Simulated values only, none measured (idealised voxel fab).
Documented hereafter: the process module known as voxel self aligned vias.
In the cross-section labelled cut, the width is 280 nm and each square cell is 5 nm.
Notation: cross-section as square-cell grid; stated in bands, top first, going down; one or more cell rows per band. For a band, the entry starts with two heights in nm, that of the top and then that of the bottom, and carries on with the band's materials in order from left to right, each alongside its width in nm; the word "all across" beside a single material means it fills the band edge to edge, and "air" means empty space. Below 0: as-received wafer, all one material; heights counted from there. Lowest band: no bottom, goes on down, written "top 0, no bottom". Think of "30->40" as a width that walks from the first number to the second as you go down the band, top row to bottom row, taking equal-sized steps from row to row. "nothing was modified" -> step changed no cross-section cell. The list in "Closed void table" covers empty spaces of 8 cells or more that cannot reach the top through any open way, and it gives each as width x height at distance; the distance is from the left edge, and width, height and distance are in nm. Heads up: the bit after the settings on a step's line is the simulator's remark on that step. overlay nm: step with mask; distance mask lay right of planned place; negative value = left of planned place.

STEPS PLANNED FOR THE PROCESS
1: RECEIVE: material Si
2: CONFORMAL_DEP: material SiO2, thk nm 15
3: CONFORMAL_DEP: material SiCN, thk nm 5
4: DIRECTIONAL_DEP: material lowk, thk nm 30
5: MASKED_ETCH: tone open, mask id LINES, width nm 25, pitch nm 65, etch materials lowk, depth nm 30, overlay nm 0
6: CONFORMAL_DEP: material TiN, thk nm 5
7: FILL_DEP: material Ru, thk nm 5
8: CMP: height nm 50
9: SELECTIVE_ETCH: etch materials W Ru TiN, depth nm 10
10: FILL_DEP: material SiN, thk nm 5
11: CMP: height nm 50
12: DIRECTIONAL_DEP: material lowk, thk nm 20
13: PATTERN: tone open, mask id VIAS, material resist, width nm 45, pitch nm 130, thk nm 15, overlay nm -15
14: DIRECTIONAL_ETCH: etch materials lowk, depth nm 20
15: DIRECTIONAL_ETCH: etch materials SiN, depth nm 10
16: STRIP: etch materials resist
17: CONFORMAL_DEP: material TiN, thk nm 5
18: FILL_DEP: material Ru, thk nm 5
19: CMP: height nm 70
20: CONFORMAL_DEP: material SiN, thk nm 5
Every wafer here starts from the same state; it is the step 13 overlay nm that distinguishes them, and the value the plan gives belongs to the first wafer.

STEP 1 COMPLETE: AS-RECEIVED CROSS-SECTION OF THE FIRST OF SEVERAL WAFERS
top 0, no bottom  Si all across
Closed void table: none

ROW PER WAFER, END-OF-MODULE: CELL GAIN (+)/LOSS (-) BY MATERIAL SINCE THE WAFER CAME IN, THEN CLOSED VOIDS
overlay nm -15, +77 Ru, +56 SiCN, +70 SiN, +168 SiO2, +71 TiN, +398 lowk, Closed void table: none
overlay nm -10, +81 Ru, +56 SiCN, +66 SiN, +168 SiO2, +71 TiN, +398 lowk, Closed void table: none
overlay nm -5, +81 Ru, +56 SiCN, +66 SiN, +168 SiO2, +71 TiN, +398 lowk, Closed void table: none
overlay nm 0, +81 Ru, +56 SiCN, +66 SiN, +168 SiO2, +71 TiN, +398 lowk, Closed void table: none
overlay nm 5, +81 Ru, +56 SiCN, +66 SiN, +168 SiO2, +71 TiN, +398 lowk, Closed void table: none
overlay nm 10, +81 Ru, +56 SiCN, +66 SiN, +168 SiO2, +71 TiN, +398 lowk, Closed void table: none
overlay nm 15, +77 Ru, +56 SiCN, +70 SiN, +168 SiO2, +71 TiN, +398 lowk, Closed void table: none
